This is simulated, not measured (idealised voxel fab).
This section sets out a process module, namely voxel wiring stack.
Square cell edge 5 nm, section width 220 nm, ID cut.
A cross-section is written here as square cells arranged in a grid, and it is given in bands from the top down, each band taking up one or more rows of cells.
Look at the band entry: it leads with the top's height and the bottom's height in nm. Then it lists the materials left to right, with a width in nm for each. The word "throughout" on a single material says that material fills the band edge to edge. The word "air" is empty space.
Heights from 0 (as-received wafer is one material below). Bottom band endless downward, as "0..down".
A width given as "30..40" starts at the first number in the band's top row and ends at the second number in its bottom row, shifting by an equal amount at every step from row to row.
Given "no change" for a step, no cell of the cross-section differs between before and after that step.
Closed empty spaces (no open way to the top) of 8 cells or more are what "Trapped voids" lists, each as width x height at distance from the left edge, nm for all three.
Post-settings text on a step line: simulator's own remark regarding the step.
overlay nm: for a step with a mask, the amount by which the mask lay right of where it was planned; a negative amount means left of it.

## Steps planned for the process
1. RECEIVE,material Si
2. CONFORMAL_DEP,material SiO2,thk nm 10
3. CONFORMAL_DEP,material SiN,thk nm 5
4. DIRECTIONAL_DEP,material lowk,thk nm 20
5. MASKED_ETCH,tone open,mask id METAL_1,width nm 30,pitch nm 50,etch materials lowk,depth nm 20,overlay nm 0
6. MASKED_ETCH,tone open,mask id METAL_1,width nm 30,pitch nm 50,etch materials SiN,depth nm 5,overlay nm 0
7. CONFORMAL_DEP,material TiN,thk nm 5
8. FILL_DEP,material Cu,thk nm 10
9. CMP,height nm 35
10. EPI,material Ru,thk nm 5
11. FILL_DEP,material SiCN,thk nm 5
12. DIRECTIONAL_DEP,material lowk,thk nm 20
13. MASKED_ETCH,tone open,mask id PLUG_1,width nm 15,etch materials lowk,depth nm 20,overlay nm 0
14. MASKED_ETCH,tone open,mask id PLUG_1,width nm 15,etch materials SiCN,depth nm 5,overlay nm 0
15. EPI,material Ru,thk nm 10
16. EPI,material Ru,thk nm 10
17. EPI,material Ru,thk nm 5
18. CONFORMAL_DEP,material SiN,thk nm 5
19. DIRECTIONAL_DEP,material lowk,thk nm 25
20. MASKED_ETCH,tone open,mask id METAL_2,width nm 30,pitch nm 50,etch materials lowk,depth nm 25,overlay nm 0
21. MASKED_ETCH,tone open,mask id METAL_2,width nm 30,pitch nm 50,etch materials SiN,depth nm 5,overlay nm 0
22. CONFORMAL_DEP,material TiN,thk nm 5
23. FILL_DEP,material W,thk nm 10
24. CMP,height nm 95
25. CONFORMAL_DEP,material SiCN,thk nm 5
26. DIRECTIONAL_DEP,material SiO2,thk nm 15
27. PATTERN,tone open,mask id PLUG_2,material resist,width nm 15,pitch nm 50,thk nm 20,overlay nm 0
28. DIRECTIONAL_ETCH,etch materials SiO2,depth nm 15
29. DIRECTIONAL_ETCH,etch materials SiCN,depth nm 5
30. STRIP,etch materials resist
31. EPI,material Ru,thk nm 10
32. EPI,material Ru,thk nm 10
33. CONFORMAL_DEP,material SiCN,thk nm 5
34. DIRECTIONAL_DEP,material SiO2,thk nm 15
35. MASKED_ETCH,tone open,mask id METAL_3,width nm 30,pitch nm 50,etch materials SiO2,depth nm 15,overlay nm 0
36. MASKED_ETCH,tone open,mask id METAL_3,width nm 30,pitch nm 50,etch materials SiCN,depth nm 5,overlay nm 0
37. CONFORMAL_DEP,material TiN,thk nm 5
38. FILL_DEP,material W,thk nm 5
39. CMP,height nm 135
40. EPI,material Ru,thk nm 5
41. FILL_DEP,material SiCN,thk nm 5
42. DIRECTIONAL_DEP,material SiO2,thk nm 10
43. MASKED_ETCH,tone open,mask id PLUG_3,width nm 15,pitch nm 50,etch materials SiO2,depth nm 10,overlay nm 0
44. MASKED_ETCH,tone open,mask id PLUG_3,width nm 15,pitch nm 50,etch materials SiCN,depth nm 5,overlay nm 0
45. EPI,material Ru,thk nm 10
46. EPI,material Ru,thk nm 5
47. CONFORMAL_DEP,material SiCN,thk nm 5
48. DIRECTIONAL_DEP,material lowk,thk nm 15
49. MASKED_ETCH,tone open,mask id METAL_4,width nm 30,pitch nm 50,etch materials lowk,depth nm 15,overlay nm 0
50. MASKED_ETCH,tone open,mask id METAL_4,width nm 30,pitch nm 50,etch materials SiCN,depth nm 5,overlay nm 0
51. CONFORMAL_DEP,material TiN,thk nm 5
52. FILL_DEP,material W,thk nm 10
53. CMP,height nm 175
54. CONFORMAL_DEP,material SiCN,thk nm 5

## Incoming wafer in cross-section (state: after step 1)
	0..down = Si throughout
	Trapped voids: none

## Wafer at module end, in section. Began as above, planned as above, run with one mistake
	180..175 = SiCN throughout
	175..170 = 50 W / 5 TiN / 15 lowk / 5 TiN / 25 W / 5 TiN / 15 lowk / 5 TiN / 95 W
	170..165 = 55 TiN / 15 lowk / 5 TiN / 20 W / 10 TiN / 15 lowk / 5 TiN / 20 W / 75 TiN
	165..160 = 70 lowk / 5 TiN / 20 W / 5 TiN / 20 lowk / 5 TiN / 20 W / 5 TiN / 70 lowk
	160..155 = 55 lowk / 15 SiCN / 30 TiN / 5 lowk / 15 SiCN / 30 TiN / 70 lowk
	155..150 = 55 lowk / 5 SiCN / 35 Ru / 5 SiCN / 5 lowk / 5 SiCN / 35 Ru / 5 SiCN / 70 lowk
	150..140 = 60..70 SiCN / 35..15 Ru / 15..35 SiCN / 35..15 Ru / 75..85 SiCN
	140..135 = 65 SiCN / 40 Ru / 10 SiCN / 40 Ru / 65 SiCN
	135..120 = 70 SiO2 / 5 TiN / 20 W / 5 TiN / 20 SiO2 / 5 TiN / 20 W / 5 TiN / 70 SiO2
	120..115 = 70 SiCN / 30 TiN / 20 SiCN / 30 TiN / 70 SiCN
	115..100 = 70 SiO2 / 15 Ru / 35 SiO2 / 15 Ru / 85 SiO2
	100..95 = 70 SiCN / 15 Ru / 35 SiCN / 15 Ru / 85 SiCN
	95..70 = 70 lowk / 5 TiN / 20 W / 5 TiN / 20 lowk / 5 TiN / 20 W / 5 TiN / 70 lowk
	70..65 = 70 SiN / 30 TiN / 20 SiN / 30 TiN / 70 SiN
	65..45 = 70 lowk / 15 Ru / 135 lowk
	45..40 = 70 SiCN / 15 Ru / 135 SiCN
	40..35 = 65 SiCN / 40 Ru / 10 SiCN / 40 Ru / 65 SiCN
	35..15 = 70 lowk / 5 TiN / 20 Cu / 5 TiN / 20 lowk / 5 TiN / 20 Cu / 5 TiN / 70 lowk
	15..10 = 70 SiN / 30 TiN / 20 SiN / 30 TiN / 70 SiN
	10..0 = SiO2 throughout
	0..down = Si throughout
	Trapped voids: none
Short version of what went wrong: step 42 of the plan got skipped, so it never ran
